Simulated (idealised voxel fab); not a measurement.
The following process module bears the name voxel gate over fins.
Each square cell in cross-section cut measures 5 nm, and the section as a whole is 255 nm wide.
Square cells in a grid make up a cross-section in this document, and the grid is given as bands, listed from the top down, each one or more rows of cells.
In this notation a band is specified by the heights of its top and bottom, in that order and in nm, after which its materials appear from left to right, each paired with its width in nm. The word "all across" attached to a single material means that material fills the band from edge to edge; the word "blank" stands for empty space.
Heights are reckoned from 0. Under this level, the received wafer is all of one material. The bottommost band is open-ended downward, for example "0 down".
The width entry "30->40" should be interpreted row by row: the top row of cells in the band takes the first number, the bottom row takes the second number, and the change between adjacent rows is uniform throughout.
"no change" for a step: no cell of the cross-section changed in that step.
Basically, "Internal closed voids" tells you about the enclosed voids: empty spaces with no open way to the top, 8 cells or bigger, each written width x height at distance, where distance is from the left edge, all in nm.
The remark found on a step's line after its settings is issued by the simulator itself and pertains to that step.
The optional step-line setting "overlay nm" applies to steps with a mask and quantifies how far to the right of its planned location the mask lay, a negative value indicating leftward placement.
Each pair below shows a cross-section before one step and the cross-section after it, down to the lowest band that changed. The line under each pair gives the step between them, with its settings. The pairs can come from different runs of this module on the same starting wafer, so a pair continues from the pair above only where its "Ex-ante state" says so.
Ex-ante state:
  30 to 20  W all across
  20 to 15  55 of W, 45 of TiN, 5 of W, 45 of TiN, 5 of W, 45 of TiN, 55 of W
  15 to 10  55 of W, 5 of TiN, 35 of TiAl, 5 of TiN, 5 of W, 5 of TiN, 35 of TiAl, 5 of TiN, 5 of W, 5 of TiN, 35 of TiAl, 5 of TiN, 55 of W
  10 to 5  60 of TiN, 5 of TiAl, 25 of TiN, 5 of TiAl, 15 of TiN, 5 of TiAl, 25 of TiN, 5 of TiAl, 15 of TiN, 5 of TiAl, 25 of TiN, 5 of TiAl, 60 of TiN
  5 to 0  65 of TiAl, 5 of TiN, 15 of HfO2, 5 of TiN, 25 of TiAl, 5 of TiN, 15 of HfO2, 5 of TiN, 25 of TiAl, 5 of TiN, 15 of HfO2, 5 of TiN, 65 of TiAl
  0 to -5  70 of TiN, 5 of HfO2, 5 of Si, 5 of HfO2, 35 of TiN, 5 of HfO2, 5 of Si, 5 of HfO2, 35 of TiN, 5 of HfO2, 5 of Si, 5 of HfO2, 70 of TiN
  -5 to -10  75 of HfO2, 5 of Si, 45 of HfO2, 5 of Si, 45 of HfO2, 5 of Si, 75 of HfO2
  -10 to -20  75 of SiO2, 5 of Si, 45 of SiO2, 5 of Si, 45 of SiO2, 5 of Si, 75 of SiO2
  -20 to -30  65 of Ru, 5 of TiN, 5 of SiO2, 5 of Si, 5 of SiO2, 10 of TiN, 15 of SiO2, 10 of TiN, 5 of SiO2, 5 of Si, 5 of SiO2, 5 of TiN, 25 of Ru, 5 of TiN, 5 of SiO2, 5 of Si, 5 of SiO2, 5 of TiN, 65 of Ru
  -30 to -35  70 of TiN, 5 of SiO2, 5 of Si, 5 of SiO2, 10 of TiN, 15 of SiO2, 10 of TiN, 5 of SiO2, 5 of Si, 5 of SiO2, 35 of TiN, 5 of SiO2, 5 of Si, 5 of SiO2, 70 of TiN
  -35 to -45  75 of SiO2, 5 of Si, 45 of SiO2, 5 of Si, 45 of SiO2, 5 of Si, 75 of SiO2
  -45 down  Si all across
  Internal closed voids: none
After the Step:
  25 to 20  W all across
  Everything below 20 is unchanged.
  Internal closed voids: none
The structure shown above changes from one cross-section to the other through CMP [height nm 25]
Ex-ante state: Reference is made to the cross-section shown after the step in the pair directly above, which represents the state prior to this step.
After the Step:
  30 to 25  SiN all across
  Everything below 25 is unchanged.
  Internal closed voids: none
The structure shown above changes from one cross-section to the other through CONFORMAL_DEP [material SiN] [thk nm 5]
